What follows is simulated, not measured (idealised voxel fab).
process module | voxel transistor to metal
cross-section cut | 160 nm wide | cells 5 nm
A cross-section is a grid of square cells, given in bands from the top down. A band is one or more rows of cells.
Each band's line starts with the height of the band's top and of its bottom, in nm. Then come its materials from left to right, each with its width in nm. One material with "throughout" fills the band from edge to edge. "air" is empty space.
Height 0 is the level under which the wafer as received is all one material. The lowest band goes on downwards, as in "0 down".
A width such as "30 to 40" changes by the same amount from each row of cells to the next, from the band's top row to its bottom row.
"no change" after a step means that no cell of the cross-section changed.
closed voids: empty space of 8 cells or more with no open way to the top, each as width x height at its distance from the left edge, in nm
after a step's settings: what the simulator itself notes on the step
overlay nm, on a step with a mask: how far to the right of its planned place the mask lay; to the left if negative
plan
1 op RECEIVE | material Si
2 op OXIDIZE | depth nm 5
3 op CONFORMAL_DEP | material SiN | thk nm 10
4 op PATTERN | tone cover | mask id ACTIVE | material resist | width nm 100 | thk nm 20 | overlay nm 0
5 op DIRECTIONAL_ETCH | etch materials SiN | depth nm 10
6 op DIRECTIONAL_ETCH | etch materials SiO2 | depth nm 5
7 op DIRECTIONAL_ETCH | etch materials Si | depth nm 30
8 op STRIP | etch materials resist
9 op OXIDIZE | depth nm 5
10 op FILL_DEP | material SiO2 | thk nm 5
11 op CMP | height nm 10
12 op SELECTIVE_ETCH | etch materials SiO2 | depth nm 5
13 op STRIP | etch materials SiN
14 op SELECTIVE_ETCH | etch materials SiO2 | depth nm 5
15 op OXIDIZE | depth nm 5
16 op DIRECTIONAL_DEP | material polySi | thk nm 25
17 op DIRECTIONAL_DEP | material SiCN | thk nm 15
18 op MASKED_ETCH | tone cover | mask id GATE | width nm 20 | etch materials SiCN | depth nm 25 | overlay nm 0
19 op MASKED_ETCH | tone cover | mask id GATE | width nm 20 | etch materials polySi | depth nm 35 | overlay nm 0
20 op CONFORMAL_DEP | material SiN | thk nm 5
21 op DIRECTIONAL_ETCH | etch materials SiN | depth nm 5
22 op DIRECTIONAL_ETCH | etch materials SiO2 | depth nm 5
23 op EPI | material nSi | thk nm 5
24 op FILL_DEP | material SiO2 | thk nm 5
25 op CMP | height nm 35
26 op DIRECTIONAL_DEP | material SiO2 | thk nm 15
27 op PATTERN | tone open | mask id CONTACT | material resist | width nm 20 | pitch nm 70 | thk nm 20 | overlay nm 0
28 op DIRECTIONAL_ETCH | etch materials SiO2 | depth nm 55
29 op STRIP | etch materials resist
30 op CONFORMAL_DEP | material TiN | thk nm 5
31 op FILL_DEP | material W | thk nm 10
32 op CMP | height nm 50
33 op CONFORMAL_DEP | material SiN | thk nm 5
34 op DIRECTIONAL_DEP | material lowk | thk nm 20
35 op PATTERN | tone open | mask id METAL_1 | material resist | width nm 20 | pitch nm 70 | thk nm 15 | overlay nm 0
36 op DIRECTIONAL_ETCH | etch materials lowk | depth nm 20
37 op DIRECTIONAL_ETCH | etch materials SiN | depth nm 5
38 op STRIP | etch materials resist
39 op CONFORMAL_DEP | material TiN | thk nm 5
40 op FILL_DEP | material Ru | thk nm 10
41 op CMP | height nm 75
42 op CONFORMAL_DEP | material SiCN | thk nm 5
43 op DIRECTIONAL_DEP | material lowk | thk nm 25
44 op DIRECTIONAL_DEP | material aC | thk nm 15
45 op PATTERN | tone open | mask id METAL_2_HOLES | material resist | width nm 15 | pitch nm 70 | thk nm 35 | overlay nm 0
46 op DIRECTIONAL_ETCH | etch materials aC | depth nm 15
47 op STRIP | etch materials resist
48 op DIRECTIONAL_ETCH | etch materials lowk | depth nm 25
49 op STRIP | etch materials aC
50 op PATTERN | tone open | mask id METAL_2 | material resist | width nm 20 | pitch nm 70 | thk nm 15 | overlay nm 0
51 op DIRECTIONAL_ETCH | etch materials lowk | depth nm 15
52 op DIRECTIONAL_ETCH | etch materials SiCN | depth nm 5
53 op STRIP | etch materials resist
54 op CONFORMAL_DEP | material TiN | thk nm 5
55 op FILL_DEP | material Cu | thk nm 10
56 op CMP | height nm 105
57 op CONFORMAL_DEP | material SiCN | thk nm 5
as received, after step 1
  0 down: Si throughout
  closed voids: none
first wafer at the end, as planned
  110 to 105: SiCN throughout
  105 to 95: lowk 35 | TiN 5 | Cu 10 | TiN 5 | lowk 50 | TiN 5 | Cu 10 | TiN 5 | lowk 35
  95 to 90: lowk 35 | TiN 5 | Cu 5 | TiN 10 | lowk 50 | TiN 5 | Cu 5 | TiN 10 | lowk 35
  90 to 80: lowk 35 | TiN 5 | Cu 5 | TiN 5 | lowk 55 | TiN 5 | Cu 5 | TiN 5 | lowk 40
  80 to 75: SiCN 35 | TiN 15 | SiCN 55 | TiN 15 | SiCN 40
  75 to 55: lowk 35 | TiN 5 | Ru 10 | TiN 5 | lowk 50 | TiN 5 | Ru 10 | TiN 5 | lowk 35
  55 to 50: SiN 35 | TiN 20 | SiN 50 | TiN 20 | SiN 35
  50 to 35: SiO2 35 | TiN 5 | W 10 | TiN 5 | SiO2 50 | TiN 5 | W 10 | TiN 5 | SiO2 35
  35 to 20: SiO2 35 | TiN 5 | W 10 | TiN 5 | SiO2 10 | SiN 5 | SiCN 20 | SiN 5 | SiO2 10 | TiN 5 | W 10 | TiN 5 | SiO2 35
  20 to 0: SiO2 35 | TiN 5 | W 10 | TiN 5 | SiO2 10 | SiN 5 | polySi 20 | SiN 5 | SiO2 10 | TiN 5 | W 10 | TiN 5 | SiO2 35
  0 to -5: SiO2 25 | SiN 5 | SiO2 5 | TiN 20 | SiO2 10 | SiN 5 | polySi 20 | SiN 5 | SiO2 10 | TiN 20 | SiO2 5 | SiN 5 | SiO2 25
  -5 to -10: SiO2 30 | nSi 35 | SiO2 30 | nSi 35 | SiO2 30
  -10 to -40: SiO2 35 | Si 90 | SiO2 35
  -40 down: Si throughout
  closed voids: none
second wafer at the end: like start, like plan, one mistake
  110 to 105: SiCN throughout
  105 to 95: lowk 35 | TiN 5 | Cu 10 | TiN 5 | lowk 50 | TiN 5 | Cu 10 | TiN 5 | lowk 35
  95 to 90: lowk 35 | TiN 5 | Cu 5 | TiN 10 | lowk 50 | TiN 5 | Cu 5 | TiN 10 | lowk 35
  90 to 80: lowk 35 | TiN 5 | Cu 5 | TiN 5 | lowk 55 | TiN 5 | Cu 5 | TiN 5 | lowk 40
  80 to 75: SiCN 35 | TiN 15 | SiCN 55 | TiN 15 | SiCN 40
  75 to 70: SiN 35 | TiN 20 | SiN 50 | TiN 20 | SiN 35
  70 to 50: SiN throughout
  50 to 35: SiO2 35 | TiN 5 | W 10 | TiN 5 | SiO2 50 | TiN 5 | W 10 | TiN 5 | SiO2 35
  35 to 20: SiO2 35 | TiN 5 | W 10 | TiN 5 | SiO2 10 | SiN 5 | SiCN 20 | SiN 5 | SiO2 10 | TiN 5 | W 10 | TiN 5 | SiO2 35
  20 to 0: SiO2 35 | TiN 5 | W 10 | TiN 5 | SiO2 10 | SiN 5 | polySi 20 | SiN 5 | SiO2 10 | TiN 5 | W 10 | TiN 5 | SiO2 35
  0 to -5: SiO2 25 | SiN 5 | SiO2 5 | TiN 20 | SiO2 10 | SiN 5 | polySi 20 | SiN 5 | SiO2 10 | TiN 20 | SiO2 5 | SiN 5 | SiO2 25
  -5 to -10: SiO2 30 | nSi 35 | SiO2 30 | nSi 35 | SiO2 30
  -10 to -40: SiO2 35 | Si 90 | SiO2 35
  -40 down: Si throughout
  closed voids: none
what went wrong: step 34 ran as: op DIRECTIONAL_DEP | material SiN | thk nm 20
at the end the second wafer has, in cells: 16 fewer of Ru | 128 more of SiN | 16 fewer of TiN | 96 fewer of lowk
